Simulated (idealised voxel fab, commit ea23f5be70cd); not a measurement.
The process module that follows is named voxel self aligned vias.
Xsec cut, 280 nm wide, square cell size 5 nm.
Just so we're on the same page, the cross-sections are grids of square cells, and they're listed out in bands top to bottom, each band one or more rows deep.
What a band's entry tells you: where the top is and where the bottom is, as heights in nm, and after that what lies inside, material by material from left to right, each with its width in nm. Empty space is written as the word "air", and a single material marked with the word "everywhere" occupies the band from edge to edge.
A quick word on heights: they are counted from 0, and under that level the wafer as it came to us is one material throughout. The lowest band is different from the rest in having no bottom; it simply continues downward, written as in "from 0 down".
Per-row width for "30..40": begins at first number (top row of band), ends at second number (bottom row), increment between rows held constant.
A step reported as "no alterations made" is a step in which no cell of the cross-section changed.
What "Internal closed voids" gives you is every empty space of 8 cells or more that is cut off from the top. Each appears as width x height at distance, with the distance taken from the left edge and width, height and distance all in nm.
Where a step's line continues beyond its settings, the continuation is a remark by the simulator itself on that step.
For masked steps, "overlay nm" on the step line gives how far right of plan the mask actually lay; a minus sign means it lay to the left.
Plan
1,op RECEIVE | material Si
2,op CONFORMAL_DEP | material SiO2 | thk nm 10
3,op CONFORMAL_DEP | material SiCN | thk nm 5
4,op DIRECTIONAL_DEP | material lowk | thk nm 30
5,op DIRECTIONAL_DEP | material aC | thk nm 15
6,op PATTERN | tone open | mask id LINES | material resist | width nm 30 | pitch nm 65 | thk nm 35 | overlay nm 0
7,op DIRECTIONAL_ETCH | etch materials aC | depth nm 5
8,op STRIP | etch materials resist
9,op DIRECTIONAL_ETCH | etch materials lowk | depth nm 30
10,op STRIP | etch materials aC
11,op CONFORMAL_DEP | material TiN | thk nm 5
12,op FILL_DEP | material W | thk nm 10
13,op CMP | height nm 45
14,op SELECTIVE_ETCH | etch materials W Ru TiN | depth nm 10
15,op FILL_DEP | material SiN | thk nm 5
16,op CMP | height nm 45
17,op DIRECTIONAL_DEP | material lowk | thk nm 20
18,op MASKED_ETCH | tone open | mask id VIAS | width nm 50 | pitch nm 65 | etch materials lowk | depth nm 20 | overlay nm 0
19,op MASKED_ETCH | tone open | mask id VIAS | width nm 50 | pitch nm 65 | etch materials SiN | depth nm 10 | overlay nm 0
20,op CONFORMAL_DEP | material TiN | thk nm 5
21,op FILL_DEP | material Ru | thk nm 10
22,op CMP | height nm 65
23,op CONFORMAL_DEP | material SiN | thk nm 5
Same starting wafers, different depth nm at step 7. Plan value belongs to the first wafer.
As-received cross-section, first of several wafers, post step 1
  from 0 down = Si everywhere
  Internal closed voids: none
Cross-section after step 23, the final step of the module, for the first of several wafers
  from 70 to 65 = SiN everywhere
  from 65 to 50 = lowk 50 nm | TiN 5 nm | Ru 40 nm | TiN 5 nm | lowk 15 nm | TiN 5 nm | Ru 40 nm | TiN 5 nm | lowk 15 nm | TiN 5 nm | Ru 40 nm | TiN 5 nm | lowk 50 nm
  from 50 to 45 = lowk 50 nm | TiN 50 nm | lowk 15 nm | TiN 50 nm | lowk 15 nm | TiN 50 nm | lowk 50 nm
  from 45 to 15 = lowk everywhere
  from 15 to 10 = SiCN everywhere
  from 10 to 0 = SiO2 everywhere
  from 0 down = Si everywhere
  Internal closed voids: none
Last wafer x-sec, end of module
  from 70 to 65 = SiN everywhere
  from 65 to 50 = lowk 50 nm | TiN 5 nm | Ru 40 nm | TiN 5 nm | lowk 15 nm | TiN 5 nm | Ru 40 nm | TiN 5 nm | lowk 15 nm | TiN 5 nm | Ru 40 nm | TiN 5 nm | lowk 50 nm
  from 50 to 40 = lowk 50..60 nm | TiN 15..5 nm | Ru 20 nm | TiN 15..5 nm | lowk 15..35 nm | TiN 15..5 nm | Ru 20 nm | TiN 15..5 nm | lowk 15..35 nm | TiN 15..5 nm | Ru 20 nm | TiN 15..5 nm | lowk 50..60 nm
  from 40 to 35 = lowk 60 nm | TiN 30 nm | lowk 35 nm | TiN 30 nm | lowk 35 nm | TiN 30 nm | lowk 60 nm
  from 35 to 20 = lowk 60 nm | TiN 5 nm | W 20 nm | TiN 5 nm | lowk 35 nm | TiN 5 nm | W 20 nm | TiN 5 nm | lowk 35 nm | TiN 5 nm | W 20 nm | TiN 5 nm | lowk 60 nm
  from 20 to 15 = lowk 60 nm | TiN 30 nm | lowk 35 nm | TiN 30 nm | lowk 35 nm | TiN 30 nm | lowk 60 nm
  from 15 to 10 = SiCN everywhere
  from 10 to 0 = SiO2 everywhere
  from 0 down = Si everywhere
  Internal closed voids: none
Tabulated below, wafer by wafer, are the end-of-module results: for each material, the number of cells gained (+) or lost (-) relative to the as-received state, followed by the closed voids
depth nm 5; +72 Ru; +56 SiCN; +56 SiN; +112 SiO2; +48 TiN; +440 lowk; Internal closed voids: none
depth nm 10; +72 Ru; +56 SiCN; +56 SiN; +112 SiO2; +48 TiN; +440 lowk; Internal closed voids: none
depth nm 15; +96 Ru; +56 SiCN; +56 SiN; +112 SiO2; +96 TiN; +36 W; +332 lowk; Internal closed voids: none
depth nm 20; +96 Ru; +56 SiCN; +56 SiN; +112 SiO2; +96 TiN; +36 W; +332 lowk; Internal closed voids: none
depth nm 25; +96 Ru; +56 SiCN; +56 SiN; +112 SiO2; +96 TiN; +36 W; +332 lowk; Internal closed voids: none
depth nm 30; +96 Ru; +56 SiCN; +56 SiN; +112 SiO2; +96 TiN; +36 W; +332 lowk; Internal closed voids: none
